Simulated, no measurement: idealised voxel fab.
The following is a process module called voxel gate over fins.
Cross-section cut: width 220 nm, square cells of 5 nm.
The cross-sections in this document take the form of a grid made of square cells. They are written out as bands, in order from top to bottom. Each band consists of one or more rows of cells. First you get the band's top height and its bottom height, in nm, and then the materials it's made of, left to right, with each width in nm. If you see a single material with "full width", that one covers the band edge to edge. "blank" is empty space. Height datum 0, below which the as-received substrate wafer is one material. Lowest band open at the bottom, running downward: "0 and below". The width entry "30 to 40" should be interpreted row by row: the top row of cells in the band takes the first number, the bottom row takes the second number, and the change between adjacent rows is uniform throughout. Step marked "remains unaltered"? Then no cell in the cross-section changed in it. For the entry "Closed void list", the listed items are empty spaces with no open way to the top whose size is 8 cells or more; each item follows the pattern width x height at distance, where distance is from the left edge and all three are in nm. If you see something after the settings on a step's line, that's the simulator's own remark about that step. The "overlay nm" setting may appear on a step's line; for a step that uses a mask, it gives how far to the right of its planned position the mask lay, and a negative value indicates the left.

Steps in the process plan:
1,RECEIVE, material Si
2,CONFORMAL_DEP, material SiN, thk nm 10
3,PATTERN, tone cover, mask id FINS, material resist, width nm 15, pitch nm 45, thk nm 15, overlay nm 0
4,DIRECTIONAL_ETCH, etch materials SiN, depth nm 10
5,DIRECTIONAL_ETCH, etch materials Si, depth nm 40
6,STRIP, etch materials resist
7,FILL_DEP, material SiO2, thk nm 15
8,CMP, height nm 10
9,SELECTIVE_ETCH, etch materials SiO2, depth nm 20
10,STRIP, etch materials SiN
11,CONFORMAL_DEP, material HfO2, thk nm 5
12,CONFORMAL_DEP, material TiN, thk nm 5
13,CONFORMAL_DEP, material TiAl, thk nm 5
14,CONFORMAL_DEP, material TiN, thk nm 5
15,FILL_DEP, material W, thk nm 15
16,CMP, height nm 30
17,CONFORMAL_DEP, material SiCN, thk nm 10

Account of the first of two wafers, which was processed as intended:

Delivered wafer in cross-section: state after step 1:
    0 and below = Si full width
    Closed void list: none

After step 2: wafer cross-section:
    10 down to 0 = SiN full width
    At heights below 0, the structure remains unaltered.

After step 3: wafer cross-section:
    25 down to 10 = 35 blank; 15 resist; 30 blank; 15 resist; 30 blank; 15 resist; 30 blank; 15 resist; 35 blank
    At heights below 10, the structure remains unaltered.

After step 4: wafer cross-section:
    25 down to 10 = 35 blank; 15 resist; 30 blank; 15 resist; 30 blank; 15 resist; 30 blank; 15 resist; 35 blank
    10 down to 0 = 35 blank; 15 SiN; 30 blank; 15 SiN; 30 blank; 15 SiN; 30 blank; 15 SiN; 35 blank
    At heights below 0, the structure remains unaltered.

After step 5: wafer cross-section:
    25 down to 10 = 35 blank; 15 resist; 30 blank; 15 resist; 30 blank; 15 resist; 30 blank; 15 resist; 35 blank
    10 down to 0 = 35 blank; 15 SiN; 30 blank; 15 SiN; 30 blank; 15 SiN; 30 blank; 15 SiN; 35 blank
    0 down to -40 = 35 blank; 15 Si; 30 blank; 15 Si; 30 blank; 15 Si; 30 blank; 15 Si; 35 blank
    At heights below -40, the structure remains unaltered.

After step 6: wafer cross-section:
    10 down to 0 = 35 blank; 15 SiN; 30 blank; 15 SiN; 30 blank; 15 SiN; 30 blank; 15 SiN; 35 blank
    At heights below 0, the structure remains unaltered.

After step 7: wafer cross-section:
    25 down to 10 = SiO2 full width
    10 down to 0 = 35 SiO2; 15 SiN; 30 SiO2; 15 SiN; 30 SiO2; 15 SiN; 30 SiO2; 15 SiN; 35 SiO2
    0 down to -40 = 35 SiO2; 15 Si; 30 SiO2; 15 Si; 30 SiO2; 15 Si; 30 SiO2; 15 Si; 35 SiO2
    At heights below -40, the structure remains unaltered.

After step 8: wafer cross-section:
    10 down to 0 = 35 SiO2; 15 SiN; 30 SiO2; 15 SiN; 30 SiO2; 15 SiN; 30 SiO2; 15 SiN; 35 SiO2
    At heights below 0, the structure remains unaltered.

After step 9: wafer cross-section:
    10 down to 0 = 35 blank; 15 SiN; 30 blank; 15 SiN; 30 blank; 15 SiN; 30 blank; 15 SiN; 35 blank
    0 down to -10 = 35 blank; 15 Si; 30 blank; 15 Si; 30 blank; 15 Si; 30 blank; 15 Si; 35 blank
    At heights below -10, the structure remains unaltered.

After step 10: wafer cross-section:
    0 down to -10 = 35 blank; 15 Si; 30 blank; 15 Si; 30 blank; 15 Si; 30 blank; 15 Si; 35 blank
    At heights below -10, the structure remains unaltered.

After step 11: wafer cross-section:
    5 down to 0 = 30 blank; 25 HfO2; 20 blank; 25 HfO2; 20 blank; 25 HfO2; 20 blank; 25 HfO2; 30 blank
    0 down to -5 = 30 blank; 5 HfO2; 15 Si; 5 HfO2; 20 blank; 5 HfO2; 15 Si; 5 HfO2; 20 blank; 5 HfO2; 15 Si; 5 HfO2; 20 blank; 5 HfO2; 15 Si; 5 HfO2; 30 blank
    -5 down to -10 = 35 HfO2; 15 Si; 30 HfO2; 15 Si; 30 HfO2; 15 Si; 30 HfO2; 15 Si; 35 HfO2
    At heights below -10, the structure remains unaltered.

After step 12: wafer cross-section:
    10 down to 5 = 25 blank; 35 TiN; 10 blank; 35 TiN; 10 blank; 35 TiN; 10 blank; 35 TiN; 25 blank
    5 down to 0 = 25 blank; 5 TiN; 25 HfO2; 5 TiN; 10 blank; 5 TiN; 25 HfO2; 5 TiN; 10 blank; 5 TiN; 25 HfO2; 5 TiN; 10 blank; 5 TiN; 25 HfO2; 5 TiN; 25 blank
    0 down to -5 = 30 TiN; 5 HfO2; 15 Si; 5 HfO2; 20 TiN; 5 HfO2; 15 Si; 5 HfO2; 20 TiN; 5 HfO2; 15 Si; 5 HfO2; 20 TiN; 5 HfO2; 15 Si; 5 HfO2; 30 TiN
    At heights below -5, the structure remains unaltered.

After step 13: wafer cross-section:
    15 down to 10 = 20 blank; 180 TiAl; 20 blank
    10 down to 5 = 20 blank; 5 TiAl; 35 TiN; 10 TiAl; 35 TiN; 10 TiAl; 35 TiN; 10 TiAl; 35 TiN; 5 TiAl; 20 blank
    5 down to 0 = 25 TiAl; 5 TiN; 25 HfO2; 5 TiN; 10 TiAl; 5 TiN; 25 HfO2; 5 TiN; 10 TiAl; 5 TiN; 25 HfO2; 5 TiN; 10 TiAl; 5 TiN; 25 HfO2; 5 TiN; 25 TiAl
    At heights below 0, the structure remains unaltered.

After step 14: wafer cross-section:
    20 down to 15 = 15 blank; 190 TiN; 15 blank
    15 down to 10 = 15 blank; 5 TiN; 180 TiAl; 5 TiN; 15 blank
    10 down to 5 = 20 TiN; 5 TiAl; 35 TiN; 10 TiAl; 35 TiN; 10 TiAl; 35 TiN; 10 TiAl; 35 TiN; 5 TiAl; 20 TiN
    At heights below 5, the structure remains unaltered.

After step 15: wafer cross-section:
    35 down to 20 = W full width
    20 down to 15 = 15 W; 190 TiN; 15 W
    15 down to 10 = 15 W; 5 TiN; 180 TiAl; 5 TiN; 15 W
    At heights below 10, the structure remains unaltered.

After step 16: wafer cross-section:
    30 down to 20 = W full width
    At heights below 20, the structure remains unaltered.

After step 17: wafer cross-section:
    40 down to 30 = SiCN full width
    At heights below 30, the structure remains unaltered.

Notes, second wafer: start = first wafer's, plan = first wafer's, execution had one mistake; history identical to first through step 2:

What the second wafer looks like in cross-section when step 3 should have wrapped up:
    25 down to 10 = 35 resist; 15 blank; 30 resist; 15 blank; 30 resist; 15 blank; 30 resist; 15 blank; 35 resist
    At heights below 10, the structure remains unaltered.

What the second wafer looks like in cross-section when step 4 should have wrapped up:
    25 down to 10 = 35 resist; 15 blank; 30 resist; 15 blank; 30 resist; 15 blank; 30 resist; 15 blank; 35 resist
    10 down to 0 = 35 SiN; 15 blank; 30 SiN; 15 blank; 30 SiN; 15 blank; 30 SiN; 15 blank; 35 SiN
    At heights below 0, the structure remains unaltered.

What the second wafer looks like in cross-section when step 5 should have wrapped up:
    25 down to 10 = 35 resist; 15 blank; 30 resist; 15 blank; 30 resist; 15 blank; 30 resist; 15 blank; 35 resist
    10 down to 0 = 35 SiN; 15 blank; 30 SiN; 15 blank; 30 SiN; 15 blank; 30 SiN; 15 blank; 35 SiN
    0 down to -40 = 35 Si; 15 blank; 30 Si; 15 blank; 30 Si; 15 blank; 30 Si; 15 blank; 35 Si
    At heights below -40, the structure remains unaltered.

What the second wafer looks like in cross-section when step 6 should have wrapped up:
    10 down to 0 = 35 SiN; 15 blank; 30 SiN; 15 blank; 30 SiN; 15 blank; 30 SiN; 15 blank; 35 SiN
    At heights below 0, the structure remains unaltered.

What the second wafer looks like in cross-section when step 7 should have wrapped up:
    25 down to 10 = SiO2 full width
    10 down to 0 = 35 SiN; 15 SiO2; 30 SiN; 15 SiO2; 30 SiN; 15 SiO2; 30 SiN; 15 SiO2; 35 SiN
    0 down to -40 = 35 Si; 15 SiO2; 30 Si; 15 SiO2; 30 Si; 15 SiO2; 30 Si; 15 SiO2; 35 Si
    At heights below -40, the structure remains unaltered.

What the second wafer looks like in cross-section when step 8 should have wrapped up:
    10 down to 0 = 35 SiN; 15 SiO2; 30 SiN; 15 SiO2; 30 SiN; 15 SiO2; 30 SiN; 15 SiO2; 35 SiN
    At heights below 0, the structure remains unaltered.

What the second wafer looks like in cross-section when step 9 should have wrapped up:
    10 down to 0 = 35 SiN; 15 blank; 30 SiN; 15 blank; 30 SiN; 15 blank; 30 SiN; 15 blank; 35 SiN
    0 down to -10 = 35 Si; 15 blank; 30 Si; 15 blank; 30 Si; 15 blank; 30 Si; 15 blank; 35 Si
    At heights below -10, the structure remains unaltered.

What the second wafer looks like in cross-section when step 10 should have wrapped up:
    0 down to -10 = 35 Si; 15 blank; 30 Si; 15 blank; 30 Si; 15 blank; 30 Si; 15 blank; 35 Si
    At heights below -10, the structure remains unaltered.

What the second wafer looks like in cross-section when step 11 should have wrapped up:
    5 down to 0 = 40 HfO2; 5 blank; 40 HfO2; 5 blank; 40 HfO2; 5 blank; 40 HfO2; 5 blank; 40 HfO2
    0 down to -5 = 35 Si; 5 HfO2; 5 blank; 5 HfO2; 30 Si; 5 HfO2; 5 blank; 5 HfO2; 30 Si; 5 HfO2; 5 blank; 5 HfO2; 30 Si; 5 HfO2; 5 blank; 5 HfO2; 35 Si
    -5 down to -10 = 35 Si; 15 HfO2; 30 Si; 15 HfO2; 30 Si; 15 HfO2; 30 Si; 15 HfO2; 35 Si
    At heights below -10, the structure remains unaltered.

What the second wafer looks like in cross-section when step 12 should have wrapped up:
    10 down to 5 = TiN full width
    5 down to 0 = 40 HfO2; 5 TiN; 40 HfO2; 5 TiN; 40 HfO2; 5 TiN; 40 HfO2; 5 TiN; 40 HfO2
    0 down to -5 = 35 Si; 5 HfO2; 5 TiN; 5 HfO2; 30 Si; 5 HfO2; 5 TiN; 5 HfO2; 30 Si; 5 HfO2; 5 TiN; 5 HfO2; 30 Si; 5 HfO2; 5 TiN; 5 HfO2; 35 Si
    At heights below -5, the structure remains unaltered.

What the second wafer looks like in cross-section when step 13 should have wrapped up:
    15 down to 10 = TiAl full width
    At heights below 10, the structure remains unaltered.

What the second wafer looks like in cross-section when step 14 should have wrapped up:
    20 down to 15 = TiN full width
    At heights below 15, the structure remains unaltered.

What the second wafer looks like in cross-section when step 15 should have wrapped up:
    35 down to 20 = W full width
    At heights below 20, the structure remains unaltered.

What the second wafer looks like in cross-section when step 16 should have wrapped up:
    30 down to 20 = W full width
    At heights below 20, the structure remains unaltered.

What the second wafer looks like in cross-section when step 17 should have wrapped up:
    40 down to 30 = SiCN full width
    At heights below 30, the structure remains unaltered.
Processing error: step 3 ran with different settings than intended, the actual operation and settings being PATTERN, tone open, mask id FINS, material resist, width nm 15, pitch nm 45, thk nm 15, overlay nm 0
Per the end-of-run cell counts, the second wafer holds more or fewer of some materials than the first: Si: 160 more, SiO2: 120 fewer, TiAl: 16 fewer, TiN: 12 fewer, W: 12 fewer
